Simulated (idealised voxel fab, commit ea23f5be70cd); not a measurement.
Process module name: voxel capacitor over wiring
Section cut is 205 nm wide and gridded with 5 nm square cells.
A cross-section is written here as square cells arranged in a grid, and it is given in bands from the top down, each band taking up one or more rows of cells.
The entry gives the band's vertical extent as a top height and a bottom height in nm, then its horizontal make-up as materials from left to right, each with a width in nm. "air" stands for empty space; a single material marked "full width" fills the band edge to edge.
Where do heights start? At 0: under that level the wafer as delivered is made of one material only. And the lowest band has no floor; it just carries on downward, as in "z 0 and below".
With a width like "30->40", each row of cells in the band differs from the next by the same amount, the top row carrying the first number and the bottom row the second.
Take "identical to before" at face value: in the step it is given for, the cross-section changed in none of its cells.
"Closed void register": empty spaces of 8 cells or more with no open way to the top, each given as width x height at distance, distance from the left edge, all in nm.
Formally, on a step line, whatever follows the settings is a remark that the simulator itself makes on the step.
"overlay nm" on a masked step: distance the mask lay right of its planned place, negative for left.
### Here's what the planned process steps look like
step 1: op RECEIVE | material Si
step 2: op CONFORMAL_DEP | material SiO2 | thk nm 15
step 3: op DIRECTIONAL_DEP | material TiN | thk nm 5
step 4: op DIRECTIONAL_DEP | material Ru | thk nm 20
step 5: op PATTERN | tone cover | mask id METAL_1 | material resist | width nm 25 | pitch nm 90 | thk nm 20 | overlay nm 0
step 6: op DIRECTIONAL_ETCH | etch materials Ru | depth nm 20
step 7: op DIRECTIONAL_ETCH | etch materials TiN | depth nm 5
step 8: op STRIP | etch materials resist
step 9: op CONFORMAL_DEP | material SiCN | thk nm 5
step 10: op FILL_DEP | material lowk | thk nm 5
step 11: op CMP | height nm 40
step 12: op CONFORMAL_DEP | material SiCN | thk nm 5
step 13: op DIRECTIONAL_DEP | material SiO2 | thk nm 10
step 14: op PATTERN | tone open | mask id PLUG_1 | material resist | width nm 15 | thk nm 20 | overlay nm 0
step 15: op DIRECTIONAL_ETCH | etch materials SiO2 | depth nm 10
step 16: op DIRECTIONAL_ETCH | etch materials SiCN | depth nm 5
step 17: op STRIP | etch materials resist
step 18: op EPI | material Ru | thk nm 10
step 19: op EPI | material Ru | thk nm 5
step 20: op DIRECTIONAL_DEP | material TiN | thk nm 10
step 21: op DIRECTIONAL_DEP | material Al2O3 | thk nm 5
step 22: op DIRECTIONAL_DEP | material TiN | thk nm 10
step 23: op PATTERN | tone cover | mask id UPPER_PLATE | material resist | width nm 70 | thk nm 15 | overlay nm 0
step 24: op DIRECTIONAL_ETCH | etch materials TiN | depth nm 10
step 25: op DIRECTIONAL_ETCH | etch materials Al2O3 | depth nm 5
step 26: op STRIP | etch materials resist
step 27: op PATTERN | tone cover | mask id LOWER_PLATE | material resist | width nm 80 | thk nm 20 | overlay nm 0
step 28: op DIRECTIONAL_ETCH | etch materials TiN | depth nm 10
step 29: op STRIP | etch materials resist
step 30: op FILL_DEP | material SiO2 | thk nm 20
step 31: op CMP | height nm 95
step 32: op DIRECTIONAL_DEP | material aC | thk nm 15
step 33: op PATTERN | tone open | mask id PLUG_2 | material resist | width nm 15 | thk nm 30 | overlay nm 0
step 34: op DIRECTIONAL_ETCH | etch materials aC | depth nm 15
step 35: op STRIP | etch materials resist
step 36: op DIRECTIONAL_ETCH | etch materials SiO2 | depth nm 15
step 37: op STRIP | etch materials aC
step 38: op CONFORMAL_DEP | material TiN | thk nm 5
step 39: op FILL_DEP | material W | thk nm 10
step 40: op CMP | height nm 95
step 41: op CONFORMAL_DEP | material SiCN | thk nm 5
### The first of the two wafers, which ran as planned
### Wafer as received: cross-section following step 1
* z 0 and below  Si full width
* Closed void register: none
### You're looking at a cross-section of the wafer after step 2
* z 15 to 0  SiO2 full width
* Note: structure below 0 unchanged.
### You're looking at a cross-section of the wafer after step 3
* z 20 to 15  TiN full width
* Note: structure below 15 unchanged.
### You're looking at a cross-section of the wafer after step 4
* z 40 to 20  Ru full width
* Note: structure below 20 unchanged.
### You're looking at a cross-section of the wafer after step 5
* z 60 to 40  air (45), then resist (25), then air (65), then resist (25), then air (45)
* Note: structure below 40 unchanged.
### You're looking at a cross-section of the wafer after step 6
* z 60 to 40  air (45), then resist (25), then air (65), then resist (25), then air (45)
* z 40 to 20  air (45), then Ru (25), then air (65), then Ru (25), then air (45)
* Note: structure below 20 unchanged.
### You're looking at a cross-section of the wafer after step 7
* z 60 to 40  air (45), then resist (25), then air (65), then resist (25), then air (45)
* z 40 to 20  air (45), then Ru (25), then air (65), then Ru (25), then air (45)
* z 20 to 15  air (45), then TiN (25), then air (65), then TiN (25), then air (45)
* Note: structure below 15 unchanged.
### You're looking at a cross-section of the wafer after step 8
* z 40 to 20  air (45), then Ru (25), then air (65), then Ru (25), then air (45)
* Note: structure below 20 unchanged.
### You're looking at a cross-section of the wafer after step 9
* z 45 to 40  air (40), then SiCN (35), then air (55), then SiCN (35), then air (40)
* z 40 to 20  air (40), then SiCN (5), then Ru (25), then SiCN (5), then air (55), then SiCN (5), then Ru (25), then SiCN (5), then air (40)
* z 20 to 15  SiCN (45), then TiN (25), then SiCN (65), then TiN (25), then SiCN (45)
* Note: structure below 15 unchanged.
### You're looking at a cross-section of the wafer after step 10
* z 50 to 45  lowk full width
* z 45 to 40  lowk (40), then SiCN (35), then lowk (55), then SiCN (35), then lowk (40)
* z 40 to 20  lowk (40), then SiCN (5), then Ru (25), then SiCN (5), then lowk (55), then SiCN (5), then Ru (25), then SiCN (5), then lowk (40)
* Note: structure below 20 unchanged.
### You're looking at a cross-section of the wafer after step 11
* z 40 to 20  lowk (40), then SiCN (5), then Ru (25), then SiCN (5), then lowk (55), then SiCN (5), then Ru (25), then SiCN (5), then lowk (40)
* Note: structure below 20 unchanged.
### You're looking at a cross-section of the wafer after step 12
* z 45 to 40  SiCN full width
* Note: structure below 40 unchanged.
### You're looking at a cross-section of the wafer after step 13
* z 55 to 45  SiO2 full width
* Note: structure below 45 unchanged.
### You're looking at a cross-section of the wafer after step 14
* z 75 to 55  resist (55), then air (15), then resist (135)
* Note: structure below 55 unchanged.
### You're looking at a cross-section of the wafer after step 15
* z 75 to 55  resist (55), then air (15), then resist (135)
* z 55 to 45  SiO2 (55), then air (15), then SiO2 (135)
* Note: structure below 45 unchanged.
### You're looking at a cross-section of the wafer after step 16
* z 75 to 55  resist (55), then air (15), then resist (135)
* z 55 to 45  SiO2 (55), then air (15), then SiO2 (135)
* z 45 to 40  SiCN (55), then air (15), then SiCN (135)
* Note: structure below 40 unchanged.
### You're looking at a cross-section of the wafer after step 17
* z 55 to 45  SiO2 (55), then air (15), then SiO2 (135)
* Note: structure below 45 unchanged.
### You're looking at a cross-section of the wafer after step 18
* z 55 to 50  SiO2 (55), then air (15), then SiO2 (135)
* z 50 to 45  SiO2 (55), then Ru (15), then SiO2 (135)
* z 45 to 40  SiCN (55), then Ru (15), then SiCN (135)
* Note: structure below 40 unchanged.
### You're looking at a cross-section of the wafer after step 19
* z 55 to 45  SiO2 (55), then Ru (15), then SiO2 (135)
* Note: structure below 45 unchanged.
### You're looking at a cross-section of the wafer after step 20
* z 65 to 55  TiN full width
* Note: structure below 55 unchanged.
### You're looking at a cross-section of the wafer after step 21
* z 70 to 65  Al2O3 full width
* Note: structure below 65 unchanged.
### You're looking at a cross-section of the wafer after step 22
* z 80 to 70  TiN full width
* Note: structure below 70 unchanged.
### You're looking at a cross-section of the wafer after step 23
* z 95 to 80  air (55), then resist (70), then air (80)
* Note: structure below 80 unchanged.
### You're looking at a cross-section of the wafer after step 24
* z 95 to 80  air (55), then resist (70), then air (80)
* z 80 to 70  air (55), then TiN (70), then air (80)
* Note: structure below 70 unchanged.
### You're looking at a cross-section of the wafer after step 25
* z 95 to 80  air (55), then resist (70), then air (80)
* z 80 to 70  air (55), then TiN (70), then air (80)
* z 70 to 65  air (55), then Al2O3 (70), then air (80)
* Note: structure below 65 unchanged.
### You're looking at a cross-section of the wafer after step 26
* z 80 to 70  air (55), then TiN (70), then air (80)
* Note: structure below 70 unchanged.
### You're looking at a cross-section of the wafer after step 27
* z 100 to 80  air (50), then resist (80), then air (75)
* z 80 to 70  air (50), then resist (5), then TiN (70), then resist (5), then air (75)
* z 70 to 65  air (50), then resist (5), then Al2O3 (70), then resist (5), then air (75)
* Note: structure below 65 unchanged.
### You're looking at a cross-section of the wafer after step 28
* z 100 to 80  air (50), then resist (80), then air (75)
* z 80 to 70  air (50), then resist (5), then TiN (70), then resist (5), then air (75)
* z 70 to 65  air (50), then resist (5), then Al2O3 (70), then resist (5), then air (75)
* z 65 to 55  air (50), then TiN (80), then air (75)
* Note: structure below 55 unchanged.
### You're looking at a cross-section of the wafer after step 29
* z 80 to 70  air (55), then TiN (70), then air (80)
* z 70 to 65  air (55), then Al2O3 (70), then air (80)
* Note: structure below 65 unchanged.
### You're looking at a cross-section of the wafer after step 30
* z 100 to 80  SiO2 full width
* z 80 to 70  SiO2 (55), then TiN (70), then SiO2 (80)
* z 70 to 65  SiO2 (55), then Al2O3 (70), then SiO2 (80)
* z 65 to 55  SiO2 (50), then TiN (80), then SiO2 (75)
* Note: structure below 55 unchanged.
### You're looking at a cross-section of the wafer after step 31
* z 95 to 80  SiO2 full width
* Note: structure below 80 unchanged.
### You're looking at a cross-section of the wafer after step 32
* z 110 to 95  aC full width
* Note: structure below 95 unchanged.
### You're looking at a cross-section of the wafer after step 33
* z 140 to 110  resist (65), then air (15), then resist (125)
* Note: structure below 110 unchanged.
### You're looking at a cross-section of the wafer after step 34
* z 125 to 110  resist (65), then air (15), then resist (125)
* z 110 to 95  aC (65), then air (15), then aC (125)
* Note: structure below 95 unchanged.
### You're looking at a cross-section of the wafer after step 35
* z 110 to 95  aC (65), then air (15), then aC (125)
* Note: structure below 95 unchanged.
### You're looking at a cross-section of the wafer after step 36
* z 110 to 95  aC (65), then air (15), then aC (125)
* z 95 to 80  SiO2 (65), then air (15), then SiO2 (125)
* Note: structure below 80 unchanged.
### You're looking at a cross-section of the wafer after step 37
* z 95 to 80  SiO2 (65), then air (15), then SiO2 (125)
* Note: structure below 80 unchanged.
### You're looking at a cross-section of the wafer after step 38
* z 100 to 95  TiN (70), then air (5), then TiN (130)
* z 95 to 85  SiO2 (65), then TiN (5), then air (5), then TiN (5), then SiO2 (125)
* z 85 to 80  SiO2 (65), then TiN (15), then SiO2 (125)
* Note: structure below 80 unchanged.
### You're looking at a cross-section of the wafer after step 39
* z 110 to 100  W full width
* z 100 to 95  TiN (70), then W (5), then TiN (130)
* z 95 to 85  SiO2 (65), then TiN (5), then W (5), then TiN (5), then SiO2 (125)
* Note: structure below 85 unchanged.
### You're looking at a cross-section of the wafer after step 40
* z 95 to 85  SiO2 (65), then TiN (5), then W (5), then TiN (5), then SiO2 (125)
* Note: structure below 85 unchanged.
### You're looking at a cross-section of the wafer after step 41
* z 100 to 95  SiCN full width
* Note: structure below 95 unchanged.
### Here the second wafer is described. Its start and its plan were those of the first wafer. Its run contained one mistake. Up to and including step 26, it did exactly what the first wafer did
### Cross-section of the second wafer at the time step 27 of the plan should have ended
* z 100 to 80  air (60), then resist (80), then air (65)
* z 80 to 70  air (55), then TiN (70), then resist (15), then air (65)
* z 70 to 65  air (55), then Al2O3 (70), then resist (15), then air (65)
* Note: structure below 65 unchanged.
### Cross-section of the second wafer at the time step 28 of the plan should have ended
* z 100 to 80  air (60), then resist (80), then air (65)
* z 80 to 70  air (60), then TiN (65), then resist (15), then air (65)
* z 70 to 65  air (55), then Al2O3 (70), then resist (15), then air (65)
* z 65 to 55  air (55), then TiN (85), then air (65)
* Note: structure below 55 unchanged.
### Cross-section of the second wafer at the time step 29 of the plan should have ended
* z 80 to 70  air (60), then TiN (65), then air (80)
* z 70 to 65  air (55), then Al2O3 (70), then air (80)
* Note: structure below 65 unchanged.
### Cross-section of the second wafer at the time step 30 of the plan should have ended
* z 100 to 80  SiO2 full width
* z 80 to 70  SiO2 (60), then TiN (65), then SiO2 (80)
* z 70 to 65  SiO2 (55), then Al2O3 (70), then SiO2 (80)
* z 65 to 55  SiO2 (55), then TiN (85), then SiO2 (65)
* Note: structure below 55 unchanged.
### Cross-section of the second wafer at the time step 31 of the plan should have ended
* z 95 to 80  SiO2 full width
* Note: structure below 80 unchanged.
### Cross-section of the second wafer at the time step 32 of the plan should have ended
* z 110 to 95  aC full width
* Note: structure below 95 unchanged.
### Cross-section of the second wafer at the time step 33 of the plan should have ended
* z 140 to 110  resist (65), then air (15), then resist (125)
* Note: structure below 110 unchanged.
### Cross-section of the second wafer at the time step 34 of the plan should have ended
* z 125 to 110  resist (65), then air (15), then resist (125)
* z 110 to 95  aC (65), then air (15), then aC (125)
* Note: structure below 95 unchanged.
### Cross-section of the second wafer at the time step 35 of the plan should have ended
* z 110 to 95  aC (65), then air (15), then aC (125)
* Note: structure below 95 unchanged.
### Cross-section of the second wafer at the time step 36 of the plan should have ended
* z 110 to 95  aC (65), then air (15), then aC (125)
* z 95 to 80  SiO2 (65), then air (15), then SiO2 (125)
* Note: structure below 80 unchanged.
### Cross-section of the second wafer at the time step 37 of the plan should have ended
* z 95 to 80  SiO2 (65), then air (15), then SiO2 (125)
* Note: structure below 80 unchanged.
### Cross-section of the second wafer at the time step 38 of the plan should have ended
* z 100 to 95  TiN (70), then air (5), then TiN (130)
* z 95 to 85  SiO2 (65), then TiN (5), then air (5), then TiN (5), then SiO2 (125)
* z 85 to 80  SiO2 (65), then TiN (15), then SiO2 (125)
* Note: structure below 80 unchanged.
### Cross-section of the second wafer at the time step 39 of the plan should have ended
* z 110 to 100  W full width
* z 100 to 95  TiN (70), then W (5), then TiN (130)
* z 95 to 85  SiO2 (65), then TiN (5), then W (5), then TiN (5), then SiO2 (125)
* Note: structure below 85 unchanged.
### Cross-section of the second wafer at the time step 40 of the plan should have ended
* z 95 to 85  SiO2 (65), then TiN (5), then W (5), then TiN (5), then SiO2 (125)
* Note: structure below 85 unchanged.
### Cross-section of the second wafer at the time step 41 of the plan should have ended
* z 100 to 95  SiCN full width
* Note: structure below 95 unchanged.
Short version of what went wrong: note that step 27 departed from the planned setting and was carried out as op PATTERN | tone cover | mask id LOWER_PLATE | material resist | width nm 80 | thk nm 20 | overlay nm 10
Heads up: at the end the two wafers have identical cell counts per material, they're just laid out differently.
